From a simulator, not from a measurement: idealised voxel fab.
The following is a process module called voxel ribs on slabs.
Section cut is 145 nm wide and gridded with 5 nm square cells.
This document writes a cross-section as a grid whose cells are square, and gives it as bands, listed from the top down; one or more rows of cells form a band. Band entry format. Leading values: height of top, height of bottom, nm. Remainder: materials in left-to-right order, each with its width in nm. Special words: "full width" on a single material, which then fills the band edge to edge; "air", empty space. For the purposes of this specification, 0 denotes the height below which the wafer in its as-received condition is composed wholly of one material, and the lowermost band, lacking a lower limit, extends downward without end, as expressed in "0..down". You'd read "30 to 40" like this: the band's top row of cells is as wide as the first number, its bottom row is as wide as the second, and going down, every row changes width by the same amount as the row before did. Given "nothing was modified" for a step, no cell of the cross-section differs between before and after that step. "Fully sealed cavities" contains a list of empty spaces, each no smaller than 8 cells and without an open way to the top, written in the form width x height at distance with the distance from the left edge and all three in nm. after a step's settings: what the simulator itself notes on the step. The optional step-line setting "overlay nm" applies to steps with a mask and quantifies how far to the right of its planned location the mask lay, a negative value indicating leftward placement.
Set out below are the planned steps of the process
1. RECEIVE | material Si
2. DIRECTIONAL_DEP | material SiO2 | thk nm 20
3. DIRECTIONAL_DEP | material polySi | thk nm 20
4. DIRECTIONAL_DEP | material aC | thk nm 15
5. PATTERN | tone cover | mask id RIB | material resist | width nm 15 | thk nm 35 | overlay nm 0
6. DIRECTIONAL_ETCH | etch materials aC | depth nm 15
7. STRIP | etch materials resist
8. DIRECTIONAL_ETCH | etch materials polySi | depth nm 15
9. STRIP | etch materials aC
10. PATTERN | tone cover | mask id SLAB | material resist | width nm 65 | thk nm 20 | overlay nm 0
11. DIRECTIONAL_ETCH | etch materials polySi | depth nm 5
12. STRIP | etch materials resist
13. FILL_DEP | material SiO2 | thk nm 20
14. CMP | height nm 50
15. DIRECTIONAL_DEP | material W | thk nm 5
16. MASKED_ETCH | tone cover | mask id HEATER | width nm 25 | etch materials W | depth nm 5 | overlay nm 0
17. CONFORMAL_DEP | material SiN | thk nm 5
Cross-section of the wafer at receipt, which is the condition after step 1
0..down | Si full width
Fully sealed cavities: none
Module complete, cross-section. Starting point and plan per above. One mistake made in running the module
60..55 | 55 nm air, then 35 nm SiN, then 55 nm air
55..50 | 60 nm SiN, then 25 nm W, then 60 nm SiN
50..40 | SiO2 full width
40..30 | 65 nm SiO2, then 15 nm polySi, then 65 nm SiO2
30..25 | 40 nm SiO2, then 65 nm polySi, then 40 nm SiO2
25..20 | polySi full width
20..0 | SiO2 full width
0..down | Si full width
Fully sealed cavities: none
Processing error: step 8 ran with different settings than intended, the actual operation and settings being DIRECTIONAL_ETCH | etch materials polySi | depth nm 10
